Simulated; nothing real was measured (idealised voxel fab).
This section sets out a process module, namely voxel air gaps.
The cross-section shown here is cut; it is 195 nm wide and divided into square cells measuring 5 nm on a side.
Notation: cross-section as square-cell grid; stated in bands, top first, going down; one or more cell rows per band.
A band entry consists of two parts. The first gives the height of the band's top and the height of its bottom, in nm. The rest lists the band's materials from left to right, each with its width in nm. A single material labelled with the word "full width" fills the band from edge to edge, and the word "air" marks empty space.
We count height from 0. Below that, the starting wafer is all one material. The lowest band never ends at the bottom but goes on down; see "from 0 down" for how that is written.
Note: "30 to 40" means the width goes from the first number (top row of the band) to the second number (bottom row) in equal steps per row of cells.
"same as before" means the step left every cell of the cross-section as it was.
"Fully enclosed voids" lists enclosed empty spaces (at least 8 cells, no open path upward to the top), each as width x height at distance from the left edge, in nm.
On a step's line, text after the settings is the simulator commenting on that step.
The setting "overlay nm" may be written on the line of a step. When the step uses a mask, the value reports how far to the right of the planned place the mask lay, and a negative value reports that it lay to the left.
[The planned process steps are enumerated hereunder]
- 1: op RECEIVE | material Si
- 2: op CONFORMAL_DEP | material SiO2 | thk nm 15
- 3: op CONFORMAL_DEP | material SiN | thk nm 5
- 4: op DIRECTIONAL_DEP | material SiO2 | thk nm 40
- 5: op DIRECTIONAL_DEP | material aC | thk nm 15
- 6: op PATTERN | tone open | mask id LINES | material resist | width nm 15 | pitch nm 45 | thk nm 35 | overlay nm 0
- 7: op DIRECTIONAL_ETCH | etch materials aC | depth nm 15
- 8: op STRIP | etch materials resist
- 9: op DIRECTIONAL_ETCH | etch materials SiO2 | depth nm 40
- 10: op STRIP | etch materials aC
- 11: op CONFORMAL_DEP | material TiN | thk nm 5
- 12: op FILL_DEP | material W | thk nm 5
- 13: op CMP | height nm 60
- 14: op EPI | material Ru | thk nm 10
- 15: op SELECTIVE_ETCH | etch materials SiO2 | depth nm 50
- 16: op CONFORMAL_DEP | material SiN | thk nm 5
[first wafer, as planned]
[as received, after step 1]
    from 0 down = Si full width
    Fully enclosed voids: none
[Sectional view: wafer, after step 2]
    from 15 to 0 = SiO2 full width
    Rest of section, below 0: as before.
[Sectional view: wafer, after step 3]
    from 20 to 15 = SiN full width
    Rest of section, below 15: as before.
[Sectional view: wafer, after step 4]
    from 60 to 20 = SiO2 full width
    Rest of section, below 20: as before.
[Sectional view: wafer, after step 5]
    from 75 to 60 = aC full width
    Rest of section, below 60: as before.
[Sectional view: wafer, after step 6]
    from 110 to 75 = resist: 45; air: 15; resist: 30; air: 15; resist: 30; air: 15; resist: 45
    Rest of section, below 75: as before.
[Sectional view: wafer, after step 7]
    from 95 to 75 = resist: 45; air: 15; resist: 30; air: 15; resist: 30; air: 15; resist: 45
    from 75 to 60 = aC: 45; air: 15; aC: 30; air: 15; aC: 30; air: 15; aC: 45
    Rest of section, below 60: as before.
[Sectional view: wafer, after step 8]
    from 75 to 60 = aC: 45; air: 15; aC: 30; air: 15; aC: 30; air: 15; aC: 45
    Rest of section, below 60: as before.
[Sectional view: wafer, after step 9]
    from 75 to 60 = aC: 45; air: 15; aC: 30; air: 15; aC: 30; air: 15; aC: 45
    from 60 to 20 = SiO2: 45; air: 15; SiO2: 30; air: 15; SiO2: 30; air: 15; SiO2: 45
    Rest of section, below 20: as before.
[Sectional view: wafer, after step 10]
    from 60 to 20 = SiO2: 45; air: 15; SiO2: 30; air: 15; SiO2: 30; air: 15; SiO2: 45
    Rest of section, below 20: as before.
[Sectional view: wafer, after step 11]
    from 65 to 60 = TiN: 50; air: 5; TiN: 40; air: 5; TiN: 40; air: 5; TiN: 50
    from 60 to 25 = SiO2: 45; TiN: 5; air: 5; TiN: 5; SiO2: 30; TiN: 5; air: 5; TiN: 5; SiO2: 30; TiN: 5; air: 5; TiN: 5; SiO2: 45
    from 25 to 20 = SiO2: 45; TiN: 15; SiO2: 30; TiN: 15; SiO2: 30; TiN: 15; SiO2: 45
    Rest of section, below 20: as before.
[Sectional view: wafer, after step 12]
    from 70 to 65 = W full width
    from 65 to 60 = TiN: 50; W: 5; TiN: 40; W: 5; TiN: 40; W: 5; TiN: 50
    from 60 to 25 = SiO2: 45; TiN: 5; W: 5; TiN: 5; SiO2: 30; TiN: 5; W: 5; TiN: 5; SiO2: 30; TiN: 5; W: 5; TiN: 5; SiO2: 45
    Rest of section, below 25: as before.
[Sectional view: wafer, after step 13]
    from 60 to 25 = SiO2: 45; TiN: 5; W: 5; TiN: 5; SiO2: 30; TiN: 5; W: 5; TiN: 5; SiO2: 30; TiN: 5; W: 5; TiN: 5; SiO2: 45
    Rest of section, below 25: as before.
[Sectional view: wafer, after step 14]
    from 70 to 60 = air: 35; Ru: 35; air: 10; Ru: 35; air: 10; Ru: 35; air: 35
    Rest of section, below 60: as before.
[Sectional view: wafer, after step 15]
    from 70 to 60 = air: 35; Ru: 35; air: 10; Ru: 35; air: 10; Ru: 35; air: 35
    from 60 to 25 = air: 45; TiN: 5; W: 5; TiN: 5; air: 30; TiN: 5; W: 5; TiN: 5; air: 30; TiN: 5; W: 5; TiN: 5; air: 45
    from 25 to 20 = air: 45; TiN: 15; air: 30; TiN: 15; air: 30; TiN: 15; air: 45
    Rest of section, below 20: as before.
[Sectional view: wafer, after step 16]
    from 75 to 70 = air: 30; SiN: 135; air: 30
    from 70 to 60 = air: 30; SiN: 5; Ru: 35; SiN: 10; Ru: 35; SiN: 10; Ru: 35; SiN: 5; air: 30
    from 60 to 55 = air: 30; SiN: 15; TiN: 5; W: 5; TiN: 5; SiN: 30; TiN: 5; W: 5; TiN: 5; SiN: 30; TiN: 5; W: 5; TiN: 5; SiN: 15; air: 30
    from 55 to 25 = air: 40; SiN: 5; TiN: 5; W: 5; TiN: 5; SiN: 5; air: 20; SiN: 5; TiN: 5; W: 5; TiN: 5; SiN: 5; air: 20; SiN: 5; TiN: 5; W: 5; TiN: 5; SiN: 5; air: 40
    from 25 to 20 = SiN: 45; TiN: 15; SiN: 30; TiN: 15; SiN: 30; TiN: 15; SiN: 45
    Rest of section, below 20: as before.
    Fully enclosed voids: 20 x 30 at 65; 20 x 30 at 110
[Companion wafer, the second of two: same beginning, same intended sequence, one mistake in carrying it out; through step 2 inclusive it tracks the first exactly]
[when step 3 should have ended]
    from 30 to 15 = SiN full width
    Rest of section, below 15: as before.
[when step 4 should have ended]
    from 70 to 30 = SiO2 full width
    Rest of section, below 30: as before.
[when step 5 should have ended]
    from 85 to 70 = aC full width
    Rest of section, below 70: as before.
[when step 6 should have ended]
    from 120 to 85 = resist: 45; air: 15; resist: 30; air: 15; resist: 30; air: 15; resist: 45
    Rest of section, below 85: as before.
[when step 7 should have ended]
    from 105 to 85 = resist: 45; air: 15; resist: 30; air: 15; resist: 30; air: 15; resist: 45
    from 85 to 70 = aC: 45; air: 15; aC: 30; air: 15; aC: 30; air: 15; aC: 45
    Rest of section, below 70: as before.
[when step 8 should have ended]
    from 85 to 70 = aC: 45; air: 15; aC: 30; air: 15; aC: 30; air: 15; aC: 45
    Rest of section, below 70: as before.
[when step 9 should have ended]
    from 85 to 70 = aC: 45; air: 15; aC: 30; air: 15; aC: 30; air: 15; aC: 45
    from 70 to 30 = SiO2: 45; air: 15; SiO2: 30; air: 15; SiO2: 30; air: 15; SiO2: 45
    Rest of section, below 30: as before.
[when step 10 should have ended]
    from 70 to 30 = SiO2: 45; air: 15; SiO2: 30; air: 15; SiO2: 30; air: 15; SiO2: 45
    Rest of section, below 30: as before.
[when step 11 should have ended]
    from 75 to 70 = TiN: 50; air: 5; TiN: 40; air: 5; TiN: 40; air: 5; TiN: 50
    from 70 to 35 = SiO2: 45; TiN: 5; air: 5; TiN: 5; SiO2: 30; TiN: 5; air: 5; TiN: 5; SiO2: 30; TiN: 5; air: 5; TiN: 5; SiO2: 45
    from 35 to 30 = SiO2: 45; TiN: 15; SiO2: 30; TiN: 15; SiO2: 30; TiN: 15; SiO2: 45
    Rest of section, below 30: as before.
[when step 12 should have ended]
    from 80 to 75 = W full width
    from 75 to 70 = TiN: 50; W: 5; TiN: 40; W: 5; TiN: 40; W: 5; TiN: 50
    from 70 to 35 = SiO2: 45; TiN: 5; W: 5; TiN: 5; SiO2: 30; TiN: 5; W: 5; TiN: 5; SiO2: 30; TiN: 5; W: 5; TiN: 5; SiO2: 45
    Rest of section, below 35: as before.
[when step 13 should have ended]
    from 60 to 35 = SiO2: 45; TiN: 5; W: 5; TiN: 5; SiO2: 30; TiN: 5; W: 5; TiN: 5; SiO2: 30; TiN: 5; W: 5; TiN: 5; SiO2: 45
    Rest of section, below 35: as before.
[when step 14 should have ended]
    from 70 to 60 = air: 35; Ru: 35; air: 10; Ru: 35; air: 10; Ru: 35; air: 35
    Rest of section, below 60: as before.
[when step 15 should have ended]
    from 70 to 60 = air: 35; Ru: 35; air: 10; Ru: 35; air: 10; Ru: 35; air: 35
    from 60 to 35 = air: 45; TiN: 5; W: 5; TiN: 5; air: 30; TiN: 5; W: 5; TiN: 5; air: 30; TiN: 5; W: 5; TiN: 5; air: 45
    from 35 to 30 = air: 45; TiN: 15; air: 30; TiN: 15; air: 30; TiN: 15; air: 45
    Rest of section, below 30: as before.
[when step 16 should have ended]
    from 75 to 70 = air: 30; SiN: 135; air: 30
    from 70 to 60 = air: 30; SiN: 5; Ru: 35; SiN: 10; Ru: 35; SiN: 10; Ru: 35; SiN: 5; air: 30
    from 60 to 55 = air: 30; SiN: 15; TiN: 5; W: 5; TiN: 5; SiN: 30; TiN: 5; W: 5; TiN: 5; SiN: 30; TiN: 5; W: 5; TiN: 5; SiN: 15; air: 30
    from 55 to 35 = air: 40; SiN: 5; TiN: 5; W: 5; TiN: 5; SiN: 5; air: 20; SiN: 5; TiN: 5; W: 5; TiN: 5; SiN: 5; air: 20; SiN: 5; TiN: 5; W: 5; TiN: 5; SiN: 5; air: 40
    from 35 to 30 = SiN: 45; TiN: 15; SiN: 30; TiN: 15; SiN: 30; TiN: 15; SiN: 45
    Rest of section, below 30: as before.
    Fully enclosed voids: 20 x 20 at 65; 20 x 20 at 110
Deviation noted in wafer processing: step 3 changed vs plan, executed as op CONFORMAL_DEP | material SiN | thk nm 15
End of process, cell counts, second wafer against first, materials with more or fewer: SiN +66 | TiN -12 | W -6
